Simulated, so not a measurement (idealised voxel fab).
Process module, titled voxel released beams
This is section cut - it's 165 nm across, gridded in 5 nm square cells.
Square cells in a grid make up a cross-section in this document, and the grid is given as bands, listed from the top down, each one or more rows of cells.
Per band: top height and bottom height in nm, followed by the left-to-right materials and their widths in nm; "all across" marks a single material spanning edge to edge, "blank" marks empty space.
Note: height 0 marks the level under which the wafer is uniformly one material as received. Lowest band unbounded below, written "0..down".
Width spec "30..40" -> top row of cells at first value, bottom row at second value, equal per-row change in between.
Step note "stayed the same" = no cross-section cell changed.
In "Closed empty spaces" the enclosed voids are listed, meaning empty spaces of 8 cells or larger without any opening to the top. The form is width x height at distance, distance from the left edge, units nm.
Step line, after settings: the simulator's comment on this step.
"overlay nm", when on a step's line for a step with a mask, measures how far to the right of its planned place the mask lay; a negative measure means to the left.
### The process steps that were planned are listed below
| 1 | RECEIVE [material Si] |
| 2 | CONFORMAL_DEP [material SiN] [thk nm 5] |
| 3 | DIRECTIONAL_DEP [material SiO2] [thk nm 20] |
| 4 | DIRECTIONAL_DEP [material aC] [thk nm 15] |
| 5 | PATTERN [tone open] [mask id ANCHOR] [material resist] [width nm 30] [thk nm 30] [overlay nm 0] |
| 6 | DIRECTIONAL_ETCH [etch materials aC] [depth nm 15] |
| 7 | STRIP [etch materials resist] |
| 8 | DIRECTIONAL_ETCH [etch materials SiO2] [depth nm 20] |
| 9 | STRIP [etch materials aC] |
| 10 | CONFORMAL_DEP [material polySi] [thk nm 10] |
| 11 | PATTERN [tone cover] [mask id BEAM] [material resist] [width nm 75] [thk nm 15] [overlay nm 0] |
| 12 | DIRECTIONAL_ETCH [etch materials polySi] [depth nm 10] |
| 13 | STRIP [etch materials resist] |
| 14 | STRIP [etch materials SiO2] |
### Cross-section: wafer on arrival = after step 1
	0..down: Si all across
	Closed empty spaces: none
### Final cross-section, module run with one mistake (start and plan as above)
	35..25: blank=40, polySi=15, blank=10, polySi=50, blank=50
	25..15: blank=45, polySi=10, blank=10, polySi=10, blank=90
	15..5: blank=45, polySi=30, blank=90
	5..0: polySi all across
	0..down: Si all across
	Closed empty spaces: none
Plan not followed: step 2 ran as: CONFORMAL_DEP [material polySi] [thk nm 5]
